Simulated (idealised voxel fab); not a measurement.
The process module presented herein is designated voxel air gaps.
Xsec cut, 225 nm wide, square cell size 5 nm.
A cross-section is a grid of square cells, given in bands from the top down. A band is one or more rows of cells.
The band entry comprises the height of the band's top followed by the height of its bottom, expressed in nm, and subsequently the band's materials from left to right, each stated together with its width in nm. Where a single material is marked with the word "all across", that material fills the band from edge to edge. The word "blank" represents empty space.
Heights are measured from 0, the level below which the as-received wafer is all one material; the lowest band has no bottom and continues downward, written as in "0 -> down".
Note: "30 to 40" means the width goes from the first number (top row of the band) to the second number (bottom row) in equal steps per row of cells.
Given "nothing got changed" for a step, no cell of the cross-section differs between before and after that step.
Voids not open to the top, 8 cells minimum: see "Closed void listing". Written width x height at distance; distance is from the left edge; nm.
That trailing text on a step's line, after the settings, is the simulator's own remark on the step.
"overlay nm" denotes, for a step that has a mask, the displacement of the mask to the right of its planned place, with negative values corresponding to the left.

-- The process steps that were planned are listed below
step 1: RECEIVE (material Si)
step 2: CONFORMAL_DEP (material SiO2; thk nm 10)
step 3: CONFORMAL_DEP (material SiCN; thk nm 5)
step 4: DIRECTIONAL_DEP (material SiO2; thk nm 40)
step 5: PATTERN (tone open; mask id LINES; material resist; width nm 15; pitch nm 45; thk nm 15; overlay nm 0)
step 6: DIRECTIONAL_ETCH (etch materials SiO2; depth nm 40)
step 7: STRIP (etch materials resist)
step 8: CONFORMAL_DEP (material TiN; thk nm 5)
step 9: FILL_DEP (material W; thk nm 10)
step 10: CMP (height nm 55)
step 11: EPI (material Ru; thk nm 10)
step 12: SELECTIVE_ETCH (etch materials SiO2; depth nm 50)
step 13: CONFORMAL_DEP (material SiCN; thk nm 5)
For clarity, it should be stated that the wafers under discussion commence in an identical condition and differ with respect to the width nm of step 5, the plan indicating the value that the first wafer had.

-- As-received cross-section, first of several wafers, post step 1
    0 -> down = Si all across
    Closed void listing: none

-- Shown in cross-section: the first of several wafers at the end of the module, after its last step, step 13
    70 -> 65 = 45 blank; 135 SiCN; 45 blank
    65 -> 55 = 45 blank; 5 SiCN; 35 Ru; 10 SiCN; 35 Ru; 10 SiCN; 35 Ru; 5 SiCN; 45 blank
    55 -> 50 = 45 blank; 15 SiCN; 5 TiN; 5 W; 5 TiN; 30 SiCN; 5 TiN; 5 W; 5 TiN; 30 SiCN; 5 TiN; 5 W; 5 TiN; 15 SiCN; 45 blank
    50 -> 20 = 55 blank; 5 SiCN; 5 TiN; 5 W; 5 TiN; 5 SiCN; 20 blank; 5 SiCN; 5 TiN; 5 W; 5 TiN; 5 SiCN; 20 blank; 5 SiCN; 5 TiN; 5 W; 5 TiN; 5 SiCN; 55 blank
    20 -> 15 = 60 SiCN; 15 TiN; 30 SiCN; 15 TiN; 30 SiCN; 15 TiN; 60 SiCN
    15 -> 10 = SiCN all across
    10 -> 0 = SiO2 all across
    0 -> down = Si all across
    Closed void listing: 20 x 30 at 80; 20 x 30 at 125

-- Final wafer cross-section at module end
    70 -> 65 = 35 blank; 150 SiCN; 40 blank
    65 -> 55 = 35 blank; 5 SiCN; 140 Ru; 5 SiCN; 40 blank
    55 -> 50 = 35 blank; 15 SiCN; 5 TiN; 20 W; 5 TiN; 15 SiO2; 5 TiN; 20 W; 5 TiN; 15 SiO2; 5 TiN; 20 W; 5 TiN; 15 SiCN; 40 blank
    50 -> 20 = 45 blank; 5 SiCN; 5 TiN; 20 W; 5 TiN; 15 SiO2; 5 TiN; 20 W; 5 TiN; 15 SiO2; 5 TiN; 20 W; 5 TiN; 5 SiCN; 50 blank
    20 -> 15 = 50 SiCN; 30 TiN; 15 SiO2; 30 TiN; 15 SiO2; 30 TiN; 55 SiCN
    15 -> 10 = SiCN all across
    10 -> 0 = SiO2 all across
    0 -> down = Si all across
    Closed void listing: none

-- each wafer at the end: cells of each material gained (+) or lost (-) since it was received, then its closed voids
width nm 15, +42 Ru, +174 SiCN, +90 SiO2, +51 TiN, +21 W, Closed void listing: 20 x 30 at 80; 20 x 30 at 125
width nm 20, +48 Ru, +166 SiCN, +90 SiO2, +54 TiN, +42 W, Closed void listing: 15 x 30 at 80; 15 x 30 at 125
width nm 25, +54 Ru, +118 SiCN, +154 SiO2, +57 TiN, +63 W, Closed void listing: none
width nm 30, +56 Ru, +118 SiCN, +138 SiO2, +60 TiN, +84 W, Closed void listing: none
